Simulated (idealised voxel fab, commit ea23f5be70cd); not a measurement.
process module | voxel transistor to metal
In the cross-section labelled cut, the width is 165 nm and each square cell is 5 nm.
Notation: cross-section as square-cell grid; stated in bands, top first, going down; one or more cell rows per band.
Basically the band line says how high the top is and how high the bottom is, in nm, and then what's in it from left to right, every material with its width in nm. Empty space shows up as "air", and if a single material carries "edge to edge" it runs the full band edge to edge.
The level at which height equals 0 is the one under which the wafer, as it arrives, is entirely one material. No lower edge exists for the bottom band, which continues downward and is notated as in "0..down".
A two-number width, for instance "30..40", indicates that the width is equal to the first number in the top row of the band and to the second number in the bottom row, and that it changes by a constant amount per row of cells.
Any step labelled "nothing altered" changed none of the cells in the cross-section.
Under "Sealed-off cavities" you'll find the enclosed gaps, the ones with no way out to the top, that are 8 cells or bigger; each reads width x height at distance, with distance counted from the left edge, everything in nm.
Note: text after step settings on the step line = simulator remark on that step.
"overlay nm" denotes, for a step that has a mask, the displacement of the mask to the right of its planned place, with negative values corresponding to the left.
**Here's what the planned process steps look like**
1,op RECEIVE | material Si
2,op CONFORMAL_DEP | material SiO2 | thk nm 5
3,op CONFORMAL_DEP | material SiN | thk nm 10
4,op DIRECTIONAL_DEP | material aC | thk nm 15
5,op PATTERN | tone cover | mask id ACTIVE | material resist | width nm 105 | thk nm 30 | overlay nm 0
6,op DIRECTIONAL_ETCH | etch materials aC | depth nm 15
7,op STRIP | etch materials resist
8,op DIRECTIONAL_ETCH | etch materials SiN | depth nm 10
9,op DIRECTIONAL_ETCH | etch materials SiO2 | depth nm 5
10,op DIRECTIONAL_ETCH | etch materials Si | depth nm 35
11,op STRIP | etch materials aC
12,op FILL_DEP | material SiO2 | thk nm 10
13,op CMP | height nm 15
14,op SELECTIVE_ETCH | etch materials SiO2 | depth nm 5
15,op STRIP | etch materials SiN
16,op SELECTIVE_ETCH | etch materials SiO2 | depth nm 5
17,op OXIDIZE | depth nm 5
18,op DIRECTIONAL_DEP | material polySi | thk nm 30
19,op DIRECTIONAL_DEP | material SiCN | thk nm 10
20,op PATTERN | tone cover | mask id GATE | material resist | width nm 25 | thk nm 20 | overlay nm 0
21,op DIRECTIONAL_ETCH | etch materials SiCN | depth nm 20
22,op DIRECTIONAL_ETCH | etch materials polySi | depth nm 40
23,op STRIP | etch materials resist
24,op CONFORMAL_DEP | material SiN | thk nm 10
25,op DIRECTIONAL_ETCH | etch materials SiN | depth nm 10
26,op DIRECTIONAL_ETCH | etch materials SiO2 | depth nm 5
27,op DIRECTIONAL_ETCH | etch materials Si | depth nm 5
28,op EPI | material pSi | thk nm 5
29,op FILL_DEP | material SiO2 | thk nm 10
30,op CMP | height nm 40
31,op DIRECTIONAL_DEP | material SiO2 | thk nm 15
32,op PATTERN | tone open | mask id CONTACT | material resist | width nm 30 | pitch nm 65 | thk nm 20 | overlay nm -15
33,op DIRECTIONAL_ETCH | etch materials SiO2 | depth nm 60
34,op STRIP | etch materials resist
35,op CONFORMAL_DEP | material TiN | thk nm 5
36,op FILL_DEP | material Ru | thk nm 5
37,op CMP | height nm 55
38,op DIRECTIONAL_DEP | material TiN | thk nm 5
39,op DIRECTIONAL_DEP | material Ru | thk nm 20
40,op PATTERN | tone cover | mask id METAL_1 | material resist | width nm 15 | pitch nm 80 | thk nm 20 | overlay nm 0
41,op DIRECTIONAL_ETCH | etch materials Ru | depth nm 20
42,op DIRECTIONAL_ETCH | etch materials TiN | depth nm 5
43,op STRIP | etch materials resist
44,op CONFORMAL_DEP | material SiN | thk nm 5
45,op FILL_DEP | material lowk | thk nm 10
46,op CMP | height nm 80
47,op CONFORMAL_DEP | material SiN | thk nm 5
Every wafer here starts from the same state; it is the step 32 overlay nm that distinguishes them, and the value the plan gives belongs to the first wafer.
**Incoming state of the first of several wafers in cross-section: after step 1**
	0..down  Si edge to edge
	Sealed-off cavities: none
**The table below has one row for each wafer; a row shows, as of the end of the module, how many cells of each material the wafer has gained, marked (+), or lost, marked (-), since it was received, and then the wafer's closed voids**
overlay nm -15; +69 Ru; -115 Si; +10 SiCN; +112 SiN; +286 SiO2; +63 TiN; +92 lowk; +14 pSi; +30 polySi; Sealed-off cavities: none
overlay nm -10; +79 Ru; -115 Si; +10 SiCN; +112 SiN; +277 SiO2; +62 TiN; +92 lowk; +14 pSi; +30 polySi; Sealed-off cavities: none
overlay nm -5; +89 Ru; -115 Si; +10 SiCN; +112 SiN; +267 SiO2; +62 TiN; +92 lowk; +14 pSi; +30 polySi; Sealed-off cavities: none
overlay nm 0; +90 Ru; -115 Si; +10 SiCN; +112 SiN; +266 SiO2; +62 TiN; +92 lowk; +14 pSi; +30 polySi; Sealed-off cavities: none
overlay nm 5; +89 Ru; -115 Si; +10 SiCN; +112 SiN; +267 SiO2; +62 TiN; +92 lowk; +14 pSi; +30 polySi; Sealed-off cavities: none
overlay nm 10; +79 Ru; -115 Si; +10 SiCN; +112 SiN; +277 SiO2; +62 TiN; +92 lowk; +14 pSi; +30 polySi; Sealed-off cavities: none
overlay nm 15; +69 Ru; -115 Si; +10 SiCN; +112 SiN; +286 SiO2; +63 TiN; +92 lowk; +14 pSi; +30 polySi; Sealed-off cavities: none
